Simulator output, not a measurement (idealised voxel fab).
process module | voxel capacitor over wiring
cross-section cut | 230 nm wide | cells 5 nm
A cross-section is a grid of square cells, given in bands from the top down. A band is one or more rows of cells.
Each band's line starts with the height of the band's top and of its bottom, in nm. Then come its materials from left to right, each with its width in nm. One material with "throughout" fills the band from edge to edge. "air" is empty space.
Height 0 is the level under which the wafer as received is all one material. The lowest band goes on downwards, as in "0 down".
A width such as "30 to 40" changes by the same amount from each row of cells to the next, from the band's top row to its bottom row.
"no change" after a step means that no cell of the cross-section changed.
closed voids: empty space of 8 cells or more with no open way to the top, each as width x height at its distance from the left edge, in nm
after a step's settings: what the simulator itself notes on the step
overlay nm, on a step with a mask: how far to the right of its planned place the mask lay; to the left if negative
plan
1 op RECEIVE | material Si
2 op CONFORMAL_DEP | material SiO2 | thk nm 15
3 op DIRECTIONAL_DEP | material TiN | thk nm 5
4 op DIRECTIONAL_DEP | material Ru | thk nm 15
5 op MASKED_ETCH | tone cover | mask id METAL_1 | width nm 25 | pitch nm 80 | etch materials Ru | depth nm 15 | overlay nm 0
6 op MASKED_ETCH | tone cover | mask id METAL_1 | width nm 25 | pitch nm 80 | etch materials TiN | depth nm 5 | overlay nm 0
7 op FILL_DEP | material SiO2 | thk nm 5
8 op CMP | height nm 35
9 op CONFORMAL_DEP | material SiCN | thk nm 5
10 op DIRECTIONAL_DEP | material SiO2 | thk nm 20
11 op PATTERN | tone open | mask id PLUG_1 | material resist | width nm 15 | thk nm 20 | overlay nm 0
12 op DIRECTIONAL_ETCH | etch materials SiO2 | depth nm 20
13 op DIRECTIONAL_ETCH | etch materials SiCN | depth nm 5
14 op STRIP | etch materials resist
15 op CONFORMAL_DEP | material TiN | thk nm 5
16 op FILL_DEP | material Cu | thk nm 5
17 op CMP | height nm 60
18 op DIRECTIONAL_DEP | material TiN | thk nm 5
19 op DIRECTIONAL_DEP | material SiN | thk nm 5
20 op DIRECTIONAL_DEP | material TiN | thk nm 10
21 op PATTERN | tone cover | mask id UPPER_PLATE | material resist | width nm 60 | thk nm 20 | overlay nm 0
22 op DIRECTIONAL_ETCH | etch materials TiN | depth nm 10
23 op DIRECTIONAL_ETCH | etch materials SiN | depth nm 5
24 op STRIP | etch materials resist
25 op DIRECTIONAL_DEP | material aC | thk nm 15
26 op PATTERN | tone cover | mask id LOWER_PLATE | material resist | width nm 70 | thk nm 30 | overlay nm 0
27 op DIRECTIONAL_ETCH | etch materials aC | depth nm 15
28 op STRIP | etch materials resist
29 op DIRECTIONAL_ETCH | etch materials TiN | depth nm 5
30 op STRIP | etch materials aC
31 op FILL_DEP | material SiO2 | thk nm 15
32 op CMP | height nm 90
33 op DIRECTIONAL_DEP | material aC | thk nm 10
34 op PATTERN | tone open | mask id PLUG_2 | material resist | width nm 15 | thk nm 30 | overlay nm 0
35 op DIRECTIONAL_ETCH | etch materials aC | depth nm 10
36 op STRIP | etch materials resist
37 op DIRECTIONAL_ETCH | etch materials SiO2 | depth nm 10
38 op STRIP | etch materials aC
39 op CONFORMAL_DEP | material TiN | thk nm 5
40 op FILL_DEP | material Ru | thk nm 5
41 op CMP | height nm 90
42 op CONFORMAL_DEP | material SiCN | thk nm 5
first wafer, as planned
as received, after step 1
  0 down: Si throughout
  closed voids: none
after step 2
  15 to 0: SiO2 throughout
  below 0: unchanged
after step 3
  20 to 15: TiN throughout
  below 15: unchanged
after step 4
  35 to 20: Ru throughout
  below 20: unchanged
after step 5
  35 to 20: air 60 | Ru 25 | air 55 | Ru 25 | air 65
  below 20: unchanged
after step 6
  35 to 20: air 60 | Ru 25 | air 55 | Ru 25 | air 65
  20 to 15: air 60 | TiN 25 | air 55 | TiN 25 | air 65
  below 15: unchanged
after step 7
  40 to 35: SiO2 throughout
  35 to 20: SiO2 60 | Ru 25 | SiO2 55 | Ru 25 | SiO2 65
  20 to 15: SiO2 60 | TiN 25 | SiO2 55 | TiN 25 | SiO2 65
  below 15: unchanged
after step 8
  35 to 20: SiO2 60 | Ru 25 | SiO2 55 | Ru 25 | SiO2 65
  below 20: unchanged
after step 9
  40 to 35: SiCN throughout
  below 35: unchanged
after step 10
  60 to 40: SiO2 throughout
  below 40: unchanged
after step 11
  80 to 60: resist 70 | air 15 | resist 145
  below 60: unchanged
after step 12
  80 to 60: resist 70 | air 15 | resist 145
  60 to 40: SiO2 70 | air 15 | SiO2 145
  below 40: unchanged
after step 13
  80 to 60: resist 70 | air 15 | resist 145
  60 to 40: SiO2 70 | air 15 | SiO2 145
  40 to 35: SiCN 70 | air 15 | SiCN 145
  below 35: unchanged
after step 14
  60 to 40: SiO2 70 | air 15 | SiO2 145
  below 40: unchanged
after step 15
  65 to 60: TiN 75 | air 5 | TiN 150
  60 to 40: SiO2 70 | TiN 5 | air 5 | TiN 5 | SiO2 145
  40 to 35: SiCN 70 | TiN 15 | SiCN 145
  below 35: unchanged
after step 16
  70 to 65: Cu throughout
  65 to 60: TiN 75 | Cu 5 | TiN 150
  60 to 40: SiO2 70 | TiN 5 | Cu 5 | TiN 5 | SiO2 145
  below 40: unchanged
after step 17
  60 to 40: SiO2 70 | TiN 5 | Cu 5 | TiN 5 | SiO2 145
  below 40: unchanged
after step 18
  65 to 60: TiN throughout
  below 60: unchanged
after step 19
  70 to 65: SiN throughout
  below 65: unchanged
after step 20
  80 to 70: TiN throughout
  below 70: unchanged
after step 21
  100 to 80: air 70 | resist 60 | air 100
  below 80: unchanged
after step 22
  100 to 80: air 70 | resist 60 | air 100
  80 to 70: air 70 | TiN 60 | air 100
  below 70: unchanged
after step 23
  100 to 80: air 70 | resist 60 | air 100
  80 to 70: air 70 | TiN 60 | air 100
  70 to 65: air 70 | SiN 60 | air 100
  below 65: unchanged
after step 24
  80 to 70: air 70 | TiN 60 | air 100
  below 70: unchanged
after step 25
  95 to 80: air 70 | aC 60 | air 100
  80 to 70: aC 70 | TiN 60 | aC 100
  70 to 65: aC 70 | SiN 60 | aC 100
  below 65: unchanged
after step 26
  125 to 95: air 65 | resist 70 | air 95
  95 to 80: air 65 | resist 5 | aC 60 | resist 5 | air 95
  below 80: unchanged
after step 27
  110 to 95: air 65 | resist 70 | air 95
  95 to 80: air 65 | resist 5 | aC 60 | resist 5 | air 95
  80 to 70: air 65 | aC 5 | TiN 60 | aC 5 | air 95
  70 to 65: air 65 | aC 5 | SiN 60 | aC 5 | air 95
  below 65: unchanged
after step 28
  95 to 80: air 70 | aC 60 | air 100
  below 80: unchanged
after step 29
  95 to 80: air 70 | aC 60 | air 100
  80 to 70: air 65 | aC 5 | TiN 60 | aC 5 | air 95
  70 to 65: air 65 | aC 5 | SiN 60 | aC 5 | air 95
  65 to 60: air 65 | TiN 70 | air 95
  below 60: unchanged
after step 30
  80 to 70: air 70 | TiN 60 | air 100
  70 to 65: air 70 | SiN 60 | air 100
  below 65: unchanged
after step 31
  95 to 80: SiO2 throughout
  80 to 70: SiO2 70 | TiN 60 | SiO2 100
  70 to 65: SiO2 70 | SiN 60 | SiO2 100
  65 to 60: SiO2 65 | TiN 70 | SiO2 95
  below 60: unchanged
after step 32
  90 to 80: SiO2 throughout
  below 80: unchanged
after step 33
  100 to 90: aC throughout
  below 90: unchanged
after step 34
  130 to 100: resist 80 | air 15 | resist 135
  below 100: unchanged
after step 35
  120 to 100: resist 80 | air 15 | resist 135
  100 to 90: aC 80 | air 15 | aC 135
  below 90: unchanged
after step 36
  100 to 90: aC 80 | air 15 | aC 135
  below 90: unchanged
after step 37
  100 to 90: aC 80 | air 15 | aC 135
  90 to 80: SiO2 80 | air 15 | SiO2 135
  below 80: unchanged
after step 38
  90 to 80: SiO2 80 | air 15 | SiO2 135
  below 80: unchanged
after step 39
  95 to 90: TiN 85 | air 5 | TiN 140
  90 to 85: SiO2 80 | TiN 5 | air 5 | TiN 5 | SiO2 135
  85 to 80: SiO2 80 | TiN 15 | SiO2 135
  below 80: unchanged
after step 40
  100 to 95: Ru throughout
  95 to 90: TiN 85 | Ru 5 | TiN 140
  90 to 85: SiO2 80 | TiN 5 | Ru 5 | TiN 5 | SiO2 135
  below 85: unchanged
after step 41
  90 to 85: SiO2 80 | TiN 5 | Ru 5 | TiN 5 | SiO2 135
  below 85: unchanged
after step 42
  95 to 90: SiCN throughout
  below 90: unchanged
second wafer: like start, like plan, one mistake. Through step 2 it matches the first wafer
when step 3 should have ended: no change
when step 4 should have ended
  30 to 15: Ru throughout
  below 15: unchanged
when step 5 should have ended
  30 to 15: air 60 | Ru 25 | air 55 | Ru 25 | air 65
  below 15: unchanged
when step 6 should have ended: no change
when step 7 should have ended
  35 to 30: SiO2 throughout
  30 to 15: SiO2 60 | Ru 25 | SiO2 55 | Ru 25 | SiO2 65
  below 15: unchanged
when step 8 should have ended: no change
when step 9 should have ended
  40 to 35: SiCN throughout
  below 35: unchanged
when step 10 should have ended
  60 to 40: SiO2 throughout
  below 40: unchanged
when step 11 should have ended
  80 to 60: resist 70 | air 15 | resist 145
  below 60: unchanged
when step 12 should have ended
  80 to 60: resist 70 | air 15 | resist 145
  60 to 40: SiO2 70 | air 15 | SiO2 145
  below 40: unchanged
when step 13 should have ended
  80 to 60: resist 70 | air 15 | resist 145
  60 to 40: SiO2 70 | air 15 | SiO2 145
  40 to 35: SiCN 70 | air 15 | SiCN 145
  below 35: unchanged
when step 14 should have ended
  60 to 40: SiO2 70 | air 15 | SiO2 145
  below 40: unchanged
when step 15 should have ended
  65 to 60: TiN 75 | air 5 | TiN 150
  60 to 40: SiO2 70 | TiN 5 | air 5 | TiN 5 | SiO2 145
  40 to 35: SiCN 70 | TiN 15 | SiCN 145
  below 35: unchanged
when step 16 should have ended
  70 to 65: Cu throughout
  65 to 60: TiN 75 | Cu 5 | TiN 150
  60 to 40: SiO2 70 | TiN 5 | Cu 5 | TiN 5 | SiO2 145
  below 40: unchanged
when step 17 should have ended
  60 to 40: SiO2 70 | TiN 5 | Cu 5 | TiN 5 | SiO2 145
  below 40: unchanged
when step 18 should have ended
  65 to 60: TiN throughout
  below 60: unchanged
when step 19 should have ended
  70 to 65: SiN throughout
  below 65: unchanged
when step 20 should have ended
  80 to 70: TiN throughout
  below 70: unchanged
when step 21 should have ended
  100 to 80: air 70 | resist 60 | air 100
  below 80: unchanged
when step 22 should have ended
  100 to 80: air 70 | resist 60 | air 100
  80 to 70: air 70 | TiN 60 | air 100
  below 70: unchanged
when step 23 should have ended
  100 to 80: air 70 | resist 60 | air 100
  80 to 70: air 70 | TiN 60 | air 100
  70 to 65: air 70 | SiN 60 | air 100
  below 65: unchanged
when step 24 should have ended
  80 to 70: air 70 | TiN 60 | air 100
  below 70: unchanged
when step 25 should have ended
  95 to 80: air 70 | aC 60 | air 100
  80 to 70: aC 70 | TiN 60 | aC 100
  70 to 65: aC 70 | SiN 60 | aC 100
  below 65: unchanged
when step 26 should have ended
  125 to 95: air 65 | resist 70 | air 95
  95 to 80: air 65 | resist 5 | aC 60 | resist 5 | air 95
  below 80: unchanged
when step 27 should have ended
  110 to 95: air 65 | resist 70 | air 95
  95 to 80: air 65 | resist 5 | aC 60 | resist 5 | air 95
  80 to 70: air 65 | aC 5 | TiN 60 | aC 5 | air 95
  70 to 65: air 65 | aC 5 | SiN 60 | aC 5 | air 95
  below 65: unchanged
when step 28 should have ended
  95 to 80: air 70 | aC 60 | air 100
  below 80: unchanged
when step 29 should have ended
  95 to 80: air 70 | aC 60 | air 100
  80 to 70: air 65 | aC 5 | TiN 60 | aC 5 | air 95
  70 to 65: air 65 | aC 5 | SiN 60 | aC 5 | air 95
  65 to 60: air 65 | TiN 70 | air 95
  below 60: unchanged
when step 30 should have ended
  80 to 70: air 70 | TiN 60 | air 100
  70 to 65: air 70 | SiN 60 | air 100
  below 65: unchanged
when step 31 should have ended
  95 to 80: SiO2 throughout
  80 to 70: SiO2 70 | TiN 60 | SiO2 100
  70 to 65: SiO2 70 | SiN 60 | SiO2 100
  65 to 60: SiO2 65 | TiN 70 | SiO2 95
  below 60: unchanged
when step 32 should have ended
  90 to 80: SiO2 throughout
  below 80: unchanged
when step 33 should have ended
  100 to 90: aC throughout
  below 90: unchanged
when step 34 should have ended
  130 to 100: resist 80 | air 15 | resist 135
  below 100: unchanged
when step 35 should have ended
  120 to 100: resist 80 | air 15 | resist 135
  100 to 90: aC 80 | air 15 | aC 135
  below 90: unchanged
when step 36 should have ended
  100 to 90: aC 80 | air 15 | aC 135
  below 90: unchanged
when step 37 should have ended
  100 to 90: aC 80 | air 15 | aC 135
  90 to 80: SiO2 80 | air 15 | SiO2 135
  below 80: unchanged
when step 38 should have ended
  90 to 80: SiO2 80 | air 15 | SiO2 135
  below 80: unchanged
when step 39 should have ended
  95 to 90: TiN 85 | air 5 | TiN 140
  90 to 85: SiO2 80 | TiN 5 | air 5 | TiN 5 | SiO2 135
  85 to 80: SiO2 80 | TiN 15 | SiO2 135
  below 80: unchanged
when step 40 should have ended
  100 to 95: Ru throughout
  95 to 90: TiN 85 | Ru 5 | TiN 140
  90 to 85: SiO2 80 | TiN 5 | Ru 5 | TiN 5 | SiO2 135
  below 85: unchanged
when step 41 should have ended
  90 to 85: SiO2 80 | TiN 5 | Ru 5 | TiN 5 | SiO2 135
  below 85: unchanged
when step 42 should have ended
  95 to 90: SiCN throughout
  below 90: unchanged
what went wrong: step 3 was left out
at the end the second wafer has, in cells: 10 more of SiO2 | 10 fewer of TiN
